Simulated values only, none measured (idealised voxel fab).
Name of the process module below: voxel gate over fins
Displayed cross-section: cut, width of 285 nm, square cells sized 5 nm.
Think of the cross-section as a grid of square cells. We describe it in bands, top to bottom, and each band covers one or more rows of those cells. For a band, the entry starts with two heights in nm, that of the top and then that of the bottom, and carries on with the band's materials in order from left to right, each alongside its width in nm; the word "throughout" beside a single material means it fills the band edge to edge, and "blank" means empty space. Basically, 0 is our baseline, since under it the wafer straight out of the box is all one material. The bottom band has no lower end and keeps on going down, so it looks like "0 nm and below". It should be noted that a width expressed as "30 to 40" varies in equal increments from row to row of cells within the band, taking the value of the first number at the top row and that of the second number at the bottom row. Take "nothing got changed" at face value: in the step it is given for, the cross-section changed in none of its cells. Enclosed voids (no open way to top), threshold 8 cells or more, entry "Closed-off voids", notation width x height at distance, distance from left edge, nm. Note: text after step settings on the step line = simulator remark on that step. overlay nm: step with mask; distance mask lay right of planned place; negative value = left of planned place.

**Intended process steps**
1. RECEIVE with material Si
2. CONFORMAL_DEP with material SiN, thk nm 5
3. MASKED_ETCH with tone cover, mask id FINS, width nm 15, pitch nm 55, etch materials SiN, depth nm 5, overlay nm 0
4. MASKED_ETCH with tone cover, mask id FINS, width nm 15, pitch nm 55, etch materials Si, depth nm 40, overlay nm 0
5. OXIDIZE with depth nm 5
6. FILL_DEP with material SiO2, thk nm 15
7. CMP with height nm 5
8. MASKED_ETCH with tone open, mask id RAIL, width nm 15, etch materials SiO2, depth nm 40, overlay nm 0
9. CONFORMAL_DEP with material TiN, thk nm 5
10. FILL_DEP with material W, thk nm 5
11. CMP with height nm 5
12. SELECTIVE_ETCH with etch materials W Ru TiN, depth nm 25
13. FILL_DEP with material SiO2, thk nm 5
14. CMP with height nm 5
15. SELECTIVE_ETCH with etch materials SiO2, depth nm 20
16. STRIP with etch materials SiN
17. CONFORMAL_DEP with material HfO2, thk nm 5
18. CONFORMAL_DEP with material TiN, thk nm 5
19. FILL_DEP with material W, thk nm 15
20. CMP with height nm 20
21. CONFORMAL_DEP with material SiCN, thk nm 5

**Cross-section of the wafer at receipt, which is the condition after step 1**
- 0 nm and below: Si throughout
- Closed-off voids: none

**Final cross-section, module run with one mistake (start and plan as above)**
- 25 nm to 20 nm: SiCN throughout
- 20 nm to 15 nm: W: 35 | TiN: 45 | W: 10 | TiN: 45 | W: 10 | TiN: 45 | W: 10 | TiN: 45 | W: 40
- 15 nm to 5 nm: W: 35 | TiN: 5 | HfO2: 35 | TiN: 5 | W: 10 | TiN: 5 | HfO2: 35 | TiN: 5 | W: 10 | TiN: 5 | HfO2: 35 | TiN: 5 | W: 10 | TiN: 5 | HfO2: 35 | TiN: 5 | W: 40
- 5 nm to 0 nm: TiN: 40 | HfO2: 35 | TiN: 20 | HfO2: 35 | TiN: 20 | HfO2: 35 | TiN: 20 | HfO2: 35 | TiN: 45
- 0 nm to -15 nm: HfO2: 55 | Si: 5 | HfO2: 50 | Si: 5 | HfO2: 50 | Si: 5 | HfO2: 50 | Si: 5 | HfO2: 60
- -15 nm to -20 nm: SiO2: 55 | Si: 5 | SiO2: 50 | Si: 5 | SiO2: 50 | Si: 5 | SiO2: 50 | Si: 5 | SiO2: 60
- -20 nm to -30 nm: SiO2: 55 | Si: 5 | SiO2: 15 | TiN: 5 | W: 5 | TiN: 5 | SiO2: 20 | Si: 5 | SiO2: 50 | Si: 5 | SiO2: 50 | Si: 5 | SiO2: 60
- -30 nm to -35 nm: SiO2: 55 | Si: 5 | SiO2: 15 | TiN: 15 | SiO2: 20 | Si: 5 | SiO2: 50 | Si: 5 | SiO2: 50 | Si: 5 | SiO2: 60
- -35 nm to -45 nm: SiO2: 55 | Si: 5 | SiO2: 50 | Si: 5 | SiO2: 50 | Si: 5 | SiO2: 50 | Si: 5 | SiO2: 60
- -45 nm and below: Si throughout
- Closed-off voids: none
Finding, execution versus plan: step 17 was not run as planned; what actually ran was CONFORMAL_DEP with material HfO2, thk nm 15
